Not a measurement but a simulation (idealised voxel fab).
This section sets out a process module, namely voxel gate over fins.
FYI the section here is cut, 165 nm wide, cells are 5 nm squares.
Cross-section format: a grid of square cells, given as bands from top to bottom; each band is one or more rows of cells. First you get the band's top height and its bottom height, in nm, and then the materials it's made of, left to right, with each width in nm. If you see a single material with "full width", that one covers the band edge to edge. "blank" is empty space. Heights are measured from 0, the level below which the as-received wafer is all one material; the lowest band has no bottom and continues downward, written as in "z 0 and below". Note: "30 to 40" means the width goes from the first number (top row of the band) to the second number (bottom row) in equal steps per row of cells. A step reported as "remained the same" is a step in which no cell of the cross-section changed. "Listed closed voids" specifies each empty space that is not open to the top and that occupies no fewer than 8 cells, using the form width x height at distance, the distance measured from the left edge and all three quantities in nm. If you see something after the settings on a step's line, that's the simulator's own remark about that step. A step's line can hold "overlay nm"; with a mask on that step, the setting says how far right of the planned place the mask lay, while a negative setting says it lay to the left.
Steps in the process plan:
- 1: RECEIVE with material Si
- 2: CONFORMAL_DEP with material SiN, thk nm 10
- 3: PATTERN with tone cover, mask id FINS, material resist, width nm 15, pitch nm 60, thk nm 20, overlay nm 0
- 4: DIRECTIONAL_ETCH with etch materials SiN, depth nm 10
- 5: DIRECTIONAL_ETCH with etch materials Si, depth nm 30
- 6: STRIP with etch materials resist
- 7: FILL_DEP with material SiO2, thk nm 10
- 8: CMP with height nm 10
- 9: DIRECTIONAL_DEP with material aC, thk nm 15
- 10: PATTERN with tone open, mask id RAIL, material resist, width nm 15, thk nm 30, overlay nm 0
- 11: DIRECTIONAL_ETCH with etch materials aC, depth nm 15
- 12: STRIP with etch materials resist
- 13: DIRECTIONAL_ETCH with etch materials SiO2, depth nm 35
- 14: STRIP with etch materials aC
- 15: CONFORMAL_DEP with material TiN, thk nm 5
- 16: FILL_DEP with material Ru, thk nm 10
- 17: CMP with height nm 10
- 18: SELECTIVE_ETCH with etch materials W Ru TiN, depth nm 30
- 19: FILL_DEP with material SiO2, thk nm 5
- 20: CMP with height nm 10
- 21: SELECTIVE_ETCH with etch materials SiO2, depth nm 20
- 22: STRIP with etch materials SiN
- 23: CONFORMAL_DEP with material HfO2, thk nm 5
- 24: CONFORMAL_DEP with material TiN, thk nm 5
- 25: FILL_DEP with material W, thk nm 10
- 26: CMP with height nm 15
- 27: CONFORMAL_DEP with material SiCN, thk nm 5
Below: the first of two wafers, run as planned:
This is the cross-section of the wafer as we received it, i.e. after step 1:
- z 0 and below  Si full width
- Listed closed voids: none
You're looking at a cross-section of the wafer after step 2:
- z 10 to 0  SiN full width
- Rest of section, below 0: as before.
You're looking at a cross-section of the wafer after step 3:
- z 30 to 10  blank=45 | resist=15 | blank=45 | resist=15 | blank=45
- Rest of section, below 10: as before.
You're looking at a cross-section of the wafer after step 4:
- z 30 to 10  blank=45 | resist=15 | blank=45 | resist=15 | blank=45
- z 10 to 0  blank=45 | SiN=15 | blank=45 | SiN=15 | blank=45
- Rest of section, below 0: as before.
You're looking at a cross-section of the wafer after step 5:
- z 30 to 10  blank=45 | resist=15 | blank=45 | resist=15 | blank=45
- z 10 to 0  blank=45 | SiN=15 | blank=45 | SiN=15 | blank=45
- z 0 to -30  blank=45 | Si=15 | blank=45 | Si=15 | blank=45
- Rest of section, below -30: as before.
You're looking at a cross-section of the wafer after step 6:
- z 10 to 0  blank=45 | SiN=15 | blank=45 | SiN=15 | blank=45
- Rest of section, below 0: as before.
You're looking at a cross-section of the wafer after step 7:
- z 20 to 10  SiO2 full width
- z 10 to 0  SiO2=45 | SiN=15 | SiO2=45 | SiN=15 | SiO2=45
- z 0 to -30  SiO2=45 | Si=15 | SiO2=45 | Si=15 | SiO2=45
- Rest of section, below -30: as before.
You're looking at a cross-section of the wafer after step 8:
- z 10 to 0  SiO2=45 | SiN=15 | SiO2=45 | SiN=15 | SiO2=45
- Rest of section, below 0: as before.
You're looking at a cross-section of the wafer after step 9:
- z 25 to 10  aC full width
- Rest of section, below 10: as before.
You're looking at a cross-section of the wafer after step 10:
- z 55 to 25  resist=75 | blank=15 | resist=75
- Rest of section, below 25: as before.
You're looking at a cross-section of the wafer after step 11:
- z 40 to 25  resist=75 | blank=15 | resist=75
- z 25 to 10  aC=75 | blank=15 | aC=75
- Rest of section, below 10: as before.
You're looking at a cross-section of the wafer after step 12:
- z 25 to 10  aC=75 | blank=15 | aC=75
- Rest of section, below 10: as before.
You're looking at a cross-section of the wafer after step 13:
- z 25 to 10  aC=75 | blank=15 | aC=75
- z 10 to 0  SiO2=45 | SiN=15 | SiO2=15 | blank=15 | SiO2=15 | SiN=15 | SiO2=45
- z 0 to -25  SiO2=45 | Si=15 | SiO2=15 | blank=15 | SiO2=15 | Si=15 | SiO2=45
- Rest of section, below -25: as before.
You're looking at a cross-section of the wafer after step 14:
- z 10 to 0  SiO2=45 | SiN=15 | SiO2=15 | blank=15 | SiO2=15 | SiN=15 | SiO2=45
- Rest of section, below 0: as before.
You're looking at a cross-section of the wafer after step 15:
- z 15 to 10  TiN=80 | blank=5 | TiN=80
- z 10 to 0  SiO2=45 | SiN=15 | SiO2=15 | TiN=5 | blank=5 | TiN=5 | SiO2=15 | SiN=15 | SiO2=45
- z 0 to -20  SiO2=45 | Si=15 | SiO2=15 | TiN=5 | blank=5 | TiN=5 | SiO2=15 | Si=15 | SiO2=45
- z -20 to -25  SiO2=45 | Si=15 | SiO2=15 | TiN=15 | SiO2=15 | Si=15 | SiO2=45
- Rest of section, below -25: as before.
You're looking at a cross-section of the wafer after step 16:
- z 25 to 15  Ru full width
- z 15 to 10  TiN=80 | Ru=5 | TiN=80
- z 10 to 0  SiO2=45 | SiN=15 | SiO2=15 | TiN=5 | Ru=5 | TiN=5 | SiO2=15 | SiN=15 | SiO2=45
- z 0 to -20  SiO2=45 | Si=15 | SiO2=15 | TiN=5 | Ru=5 | TiN=5 | SiO2=15 | Si=15 | SiO2=45
- Rest of section, below -20: as before.
You're looking at a cross-section of the wafer after step 17:
- z 10 to 0  SiO2=45 | SiN=15 | SiO2=15 | TiN=5 | Ru=5 | TiN=5 | SiO2=15 | SiN=15 | SiO2=45
- Rest of section, below 0: as before.
You're looking at a cross-section of the wafer after step 18:
- z 10 to 0  SiO2=45 | SiN=15 | SiO2=15 | blank=15 | SiO2=15 | SiN=15 | SiO2=45
- z 0 to -20  SiO2=45 | Si=15 | SiO2=15 | blank=15 | SiO2=15 | Si=15 | SiO2=45
- Rest of section, below -20: as before.
You're looking at a cross-section of the wafer after step 19:
- z 15 to 10  SiO2 full width
- z 10 to 0  SiO2=45 | SiN=15 | SiO2=45 | SiN=15 | SiO2=45
- z 0 to -20  SiO2=45 | Si=15 | SiO2=45 | Si=15 | SiO2=45
- Rest of section, below -20: as before.
You're looking at a cross-section of the wafer after step 20:
- z 10 to 0  SiO2=45 | SiN=15 | SiO2=45 | SiN=15 | SiO2=45
- Rest of section, below 0: as before.
You're looking at a cross-section of the wafer after step 21:
- z 10 to 0  blank=45 | SiN=15 | blank=45 | SiN=15 | blank=45
- z 0 to -10  blank=45 | Si=15 | blank=45 | Si=15 | blank=45
- Rest of section, below -10: as before.
You're looking at a cross-section of the wafer after step 22:
- z 0 to -10  blank=45 | Si=15 | blank=45 | Si=15 | blank=45
- Rest of section, below -10: as before.
You're looking at a cross-section of the wafer after step 23:
- z 5 to 0  blank=40 | HfO2=25 | blank=35 | HfO2=25 | blank=40
- z 0 to -5  blank=40 | HfO2=5 | Si=15 | HfO2=5 | blank=35 | HfO2=5 | Si=15 | HfO2=5 | blank=40
- z -5 to -10  HfO2=45 | Si=15 | HfO2=45 | Si=15 | HfO2=45
- Rest of section, below -10: as before.
You're looking at a cross-section of the wafer after step 24:
- z 10 to 5  blank=35 | TiN=35 | blank=25 | TiN=35 | blank=35
- z 5 to 0  blank=35 | TiN=5 | HfO2=25 | TiN=5 | blank=25 | TiN=5 | HfO2=25 | TiN=5 | blank=35
- z 0 to -5  TiN=40 | HfO2=5 | Si=15 | HfO2=5 | TiN=35 | HfO2=5 | Si=15 | HfO2=5 | TiN=40
- Rest of section, below -5: as before.
You're looking at a cross-section of the wafer after step 25:
- z 20 to 10  W full width
- z 10 to 5  W=35 | TiN=35 | W=25 | TiN=35 | W=35
- z 5 to 0  W=35 | TiN=5 | HfO2=25 | TiN=5 | W=25 | TiN=5 | HfO2=25 | TiN=5 | W=35
- Rest of section, below 0: as before.
You're looking at a cross-section of the wafer after step 26:
- z 15 to 10  W full width
- Rest of section, below 10: as before.
You're looking at a cross-section of the wafer after step 27:
- z 20 to 15  SiCN full width
- Rest of section, below 15: as before.
For the second wafer, take the first wafer's start and plan, then add one mistake made in running it; everything through step 16, that step included, is shared with the first:
What the second wafer looks like in cross-section when step 17 should have wrapped up: remained the same
What the second wafer looks like in cross-section when step 18 should have wrapped up:
- z 10 to 0  SiO2=45 | SiN=15 | SiO2=15 | blank=15 | SiO2=15 | SiN=15 | SiO2=45
- z 0 to -5  SiO2=45 | Si=15 | SiO2=15 | blank=15 | SiO2=15 | Si=15 | SiO2=45
- Rest of section, below -5: as before.
What the second wafer looks like in cross-section when step 19 should have wrapped up:
- z 15 to 10  SiO2 full width
- z 10 to 0  SiO2=45 | SiN=15 | SiO2=45 | SiN=15 | SiO2=45
- z 0 to -5  SiO2=45 | Si=15 | SiO2=45 | Si=15 | SiO2=45
- Rest of section, below -5: as before.
What the second wafer looks like in cross-section when step 20 should have wrapped up:
- z 10 to 0  SiO2=45 | SiN=15 | SiO2=45 | SiN=15 | SiO2=45
- Rest of section, below 0: as before.
What the second wafer looks like in cross-section when step 21 should have wrapped up:
- z 10 to 0  blank=45 | SiN=15 | blank=45 | SiN=15 | blank=45
- z 0 to -5  blank=45 | Si=15 | blank=45 | Si=15 | blank=45
- z -5 to -10  blank=45 | Si=15 | blank=15 | TiN=5 | Ru=5 | TiN=5 | blank=15 | Si=15 | blank=45
- Rest of section, below -10: as before.
What the second wafer looks like in cross-section when step 22 should have wrapped up:
- z 0 to -5  blank=45 | Si=15 | blank=45 | Si=15 | blank=45
- Rest of section, below -5: as before.
What the second wafer looks like in cross-section when step 23 should have wrapped up:
- z 5 to 0  blank=40 | HfO2=25 | blank=35 | HfO2=25 | blank=40
- z 0 to -5  blank=40 | HfO2=5 | Si=15 | HfO2=5 | blank=5 | HfO2=25 | blank=5 | HfO2=5 | Si=15 | HfO2=5 | blank=40
- z -5 to -10  HfO2=45 | Si=15 | HfO2=15 | TiN=5 | Ru=5 | TiN=5 | HfO2=15 | Si=15 | HfO2=45
- Rest of section, below -10: as before.
What the second wafer looks like in cross-section when step 24 should have wrapped up:
- z 10 to 5  blank=35 | TiN=35 | blank=25 | TiN=35 | blank=35
- z 5 to 0  blank=35 | TiN=5 | HfO2=25 | TiN=35 | HfO2=25 | TiN=5 | blank=35
- z 0 to -5  TiN=40 | HfO2=5 | Si=15 | HfO2=5 | TiN=5 | HfO2=25 | TiN=5 | HfO2=5 | Si=15 | HfO2=5 | TiN=40
- Rest of section, below -5: as before.
What the second wafer looks like in cross-section when step 25 should have wrapped up:
- z 20 to 10  W full width
- z 10 to 5  W=35 | TiN=35 | W=25 | TiN=35 | W=35
- z 5 to 0  W=35 | TiN=5 | HfO2=25 | TiN=35 | HfO2=25 | TiN=5 | W=35
- Rest of section, below 0: as before.
What the second wafer looks like in cross-section when step 26 should have wrapped up:
- z 15 to 10  W full width
- Rest of section, below 10: as before.
What the second wafer looks like in cross-section when step 27 should have wrapped up:
- z 20 to 15  SiCN full width
- Rest of section, below 15: as before.
Heads up, the wafer didn't run the way we planned it: plan step 17 was not performed, having been skipped
Cell-count delta at end, second wafer over first, by material: HfO2: 2 more | Ru: 3 more | SiO2: 6 fewer | TiN: 6 more | W: 5 fewer
